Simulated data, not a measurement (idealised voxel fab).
voxel tone inversion: a process module
Cross-section cut: width 240 nm, square cells of 5 nm.
For the purposes of this document, a cross-section shall be understood as a grid of square cells, specified as bands listed in top-to-bottom order, each band consisting of one or more rows of cells. For a band, the entry starts with two heights in nm, that of the top and then that of the bottom, and carries on with the band's materials in order from left to right, each alongside its width in nm; the word "throughout" beside a single material means it fills the band edge to edge, and "empty" means empty space. The level at which height equals 0 is the one under which the wafer, as it arrives, is entirely one material. No lower edge exists for the bottom band, which continues downward and is notated as in "0..down". Per-row width for "30 to 40": begins at first number (top row of band), ends at second number (bottom row), increment between rows held constant. When a step is marked "no modifications", none of the cells in the cross-section changed during that step. "Closed void catalog": sealed empty spaces, 8 cells or more, no open way to top, listed width x height at distance, with distance from the left edge and width, height and distance in nm. Past the settings on a step's line: simulator remark, on that step. overlay nm: for a step with a mask, the amount by which the mask lay right of where it was planned; a negative amount means left of it.

# Planned step list for the process
1 RECEIVE,material Si
2 CONFORMAL_DEP,material SiN,thk nm 10
3 DIRECTIONAL_DEP,material aC,thk nm 15
4 PATTERN,tone cover,mask id POSTS,material resist,width nm 15,pitch nm 40,thk nm 25,overlay nm 0
5 DIRECTIONAL_ETCH,etch materials aC,depth nm 15
6 STRIP,etch materials resist
7 FILL_DEP,material lowk,thk nm 5
8 CMP,height nm 25
9 STRIP,etch materials aC
10 CONFORMAL_DEP,material TiN,thk nm 5
11 FILL_DEP,material Cu,thk nm 5
12 CMP,height nm 25
13 CONFORMAL_DEP,material SiN,thk nm 5
Don't read the plan's width nm for step 4 as applying to every wafer: that's the first wafer's value, and the wafers differ in it, though they all start identical.

# Received condition of the first of several wafers, sectioned: post-step 1
> 0..down = Si throughout
> Closed void catalog: none

# Where each wafer stands at the end of the module, a row apiece: cells of each material gained (+) or lost (-) since it was received, then closed voids
width nm 15; +6 Cu; +144 SiN; +21 TiN; +117 lowk; Closed void catalog: none
width nm 20; +12 Cu; +144 SiN; +24 TiN; +108 lowk; Closed void catalog: none
width nm 25; +18 Cu; +144 SiN; +27 TiN; +99 lowk; Closed void catalog: none
